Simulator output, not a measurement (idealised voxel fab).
process module | voxel lift off
cross-section cut | 300 nm wide | cells 5 nm
A cross-section is a grid of square cells, given in bands from the top down. A band is one or more rows of cells.
Each band's line starts with the height of the band's top and of its bottom, in nm. Then come its materials from left to right, each with its width in nm. One material with "throughout" fills the band from edge to edge. "air" is empty space.
Height 0 is the level under which the wafer as received is all one material. The lowest band goes on downwards, as in "0 down".
A width such as "30 to 40" changes by the same amount from each row of cells to the next, from the band's top row to its bottom row.
"no change" after a step means that no cell of the cross-section changed.
closed voids: empty space of 8 cells or more with no open way to the top, each as width x height at its distance from the left edge, in nm
after a step's settings: what the simulator itself notes on the step
overlay nm, on a step with a mask: how far to the right of its planned place the mask lay; to the left if negative
plan
1 op RECEIVE | material Si
2 op CONFORMAL_DEP | material SiN | thk nm 15
3 op PATTERN | tone open | mask id LINES | material resist | width nm 15 | pitch nm 30 | thk nm 30 | overlay nm 0
4 op DIRECTIONAL_DEP | material Ru | thk nm 15
5 op STRIP | etch materials resist
6 op CONFORMAL_DEP | material SiCN | thk nm 5
as received, after step 1
  0 down: Si throughout
  closed voids: none
a wafer at the end: this start, this plan, one mistake
  50 to 45: air 120 | SiCN 25 | air 5 | SiCN 25 | air 125
  45 to 35: air 120 | SiCN 5 | Ru 15 | SiCN 5 | air 5 | SiCN 5 | Ru 15 | SiCN 5 | air 125
  35 to 30: SiCN 125 | Ru 15 | SiCN 15 | Ru 15 | SiCN 130
  30 to 0: SiN throughout
  0 down: Si throughout
  closed voids: none
what went wrong: step 2 was run twice
